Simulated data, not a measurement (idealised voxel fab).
Process module heading - voxel wiring stack
Section cut is 210 nm wide and gridded with 5 nm square cells.
Throughout this document, each cross-section is represented as a grid of square cells and is presented as a sequence of bands enumerated from the top downward, where a band comprises one or more rows of cells.
Heads up on the band format: heights come first, top then bottom, in nm. After that it's the materials left to right, each with its width in nm. A single material flagged "throughout" fills the whole band edge to edge, and "air" means there's empty space there.
Convention: height 0 is the level below which the wafer, as received, is all one material. The lowest band does not terminate at the bottom but continues downward, represented as "0 -> down".
The two numbers in a width such as "30 to 40" mark its ends across the band: the first belongs to the top row of cells, the second to the bottom row, and from each row to the next the width moves by the same amount.
"no alterations made" (step): cross-section cells unchanged, all of them.
The entry titled "Closed void table" provides the empty spaces that have no open way to the top, restricted to those of 8 cells or more. Each is presented as width x height at distance, the distance being measured from the left edge, with all three in nm.
Text after the settings on a step's line: the simulator's own remark on that step.
Steps that use a mask can have "overlay nm" on their line. It says how far the mask sat to the right of where it was meant to be. Negative means to the left.

**Process steps foreseen in the plan**
- 1: RECEIVE: material Si
- 2: CONFORMAL_DEP: material SiO2, thk nm 15
- 3: DIRECTIONAL_DEP: material TiN, thk nm 5
- 4: DIRECTIONAL_DEP: material Ru, thk nm 25
- 5: DIRECTIONAL_DEP: material aC, thk nm 15
- 6: PATTERN: tone cover, mask id METAL_1, material resist, width nm 30, pitch nm 55, thk nm 35, overlay nm 0
- 7: DIRECTIONAL_ETCH: etch materials aC, depth nm 15
- 8: STRIP: etch materials resist
- 9: DIRECTIONAL_ETCH: etch materials Ru, depth nm 25
- 10: DIRECTIONAL_ETCH: etch materials TiN, depth nm 5
- 11: STRIP: etch materials aC
- 12: CONFORMAL_DEP: material SiN, thk nm 5
- 13: FILL_DEP: material SiO2, thk nm 5
- 14: CMP: height nm 45
- 15: CONFORMAL_DEP: material SiCN, thk nm 5
- 16: DIRECTIONAL_DEP: material SiO2, thk nm 35
- 17: MASKED_ETCH: tone open, mask id METAL_2_HOLES, width nm 15, pitch nm 55, etch materials SiO2, depth nm 35, overlay nm 0
- 18: MASKED_ETCH: tone open, mask id METAL_2, width nm 30, pitch nm 55, etch materials SiO2, depth nm 20, overlay nm 0
- 19: MASKED_ETCH: tone open, mask id METAL_2, width nm 30, pitch nm 55, etch materials SiCN, depth nm 5, overlay nm 0
- 20: CONFORMAL_DEP: material TiN, thk nm 5
- 21: FILL_DEP: material Ru, thk nm 5
- 22: CMP: height nm 85
- 23: CONFORMAL_DEP: material SiCN, thk nm 5
- 24: DIRECTIONAL_DEP: material lowk, thk nm 15
- 25: PATTERN: tone open, mask id PLUG_2, material resist, width nm 15, thk nm 20, overlay nm 0
- 26: DIRECTIONAL_ETCH: etch materials lowk, depth nm 15
- 27: DIRECTIONAL_ETCH: etch materials SiCN, depth nm 5
- 28: STRIP: etch materials resist
- 29: EPI: material Ru, thk nm 10
- 30: EPI: material Ru, thk nm 10
- 31: DIRECTIONAL_DEP: material TiN, thk nm 5
- 32: DIRECTIONAL_DEP: material Ru, thk nm 15
- 33: MASKED_ETCH: tone cover, mask id METAL_3, width nm 30, pitch nm 55, etch materials Ru, depth nm 15, overlay nm 0
- 34: MASKED_ETCH: tone cover, mask id METAL_3, width nm 30, pitch nm 55, etch materials TiN, depth nm 5, overlay nm 0
- 35: CONFORMAL_DEP: material SiN, thk nm 5
- 36: FILL_DEP: material SiO2, thk nm 10
- 37: CMP: height nm 125
- 38: CONFORMAL_DEP: material SiN, thk nm 5

**Cross-section, incoming material, after step 1**
	0 -> down | Si throughout
	Closed void table: none

**Look at the cross-section after the module: the wafer started out the way shown above and the plan was the one shown above, yet one mistake was made along the way**
	130 -> 125 | SiN throughout
	125 -> 110 | 55 SiO2 / 5 SiN / 30 Ru / 5 SiN / 15 SiO2 / 5 SiN / 30 Ru / 5 SiN / 60 SiO2
	110 -> 105 | 60 SiN / 30 TiN / 25 SiN / 30 TiN / 65 SiN
	105 -> 90 | 55 lowk / 25 Ru / 130 lowk
	90 -> 85 | 55 SiCN / 25 Ru / 130 SiCN
	85 -> 70 | 60 SiO2 / 5 TiN / 20 Ru / 5 TiN / 25 SiO2 / 5 TiN / 20 Ru / 5 TiN / 65 SiO2
	70 -> 65 | 60 SiO2 / 5 TiN / 5 Ru / 20 TiN / 25 SiO2 / 5 TiN / 5 Ru / 20 TiN / 65 SiO2
	65 -> 50 | 60 SiO2 / 5 TiN / 5 Ru / 5 TiN / 40 SiO2 / 5 TiN / 5 Ru / 5 TiN / 80 SiO2
	50 -> 45 | 60 SiCN / 15 TiN / 40 SiCN / 15 TiN / 80 SiCN
	45 -> 20 | 55 SiO2 / 5 SiN / 30 Ru / 5 SiN / 15 SiO2 / 5 SiN / 30 Ru / 5 SiN / 60 SiO2
	20 -> 15 | 60 SiN / 30 TiN / 25 SiN / 30 TiN / 65 SiN
	15 -> 0 | SiO2 throughout
	0 -> down | Si throughout
	Closed void table: none
Where did the run depart from the plan? for step 25, the planned setting was not used; the step was instead run as PATTERN: tone open, mask id PLUG_2, material resist, width nm 25, thk nm 20, overlay nm 0
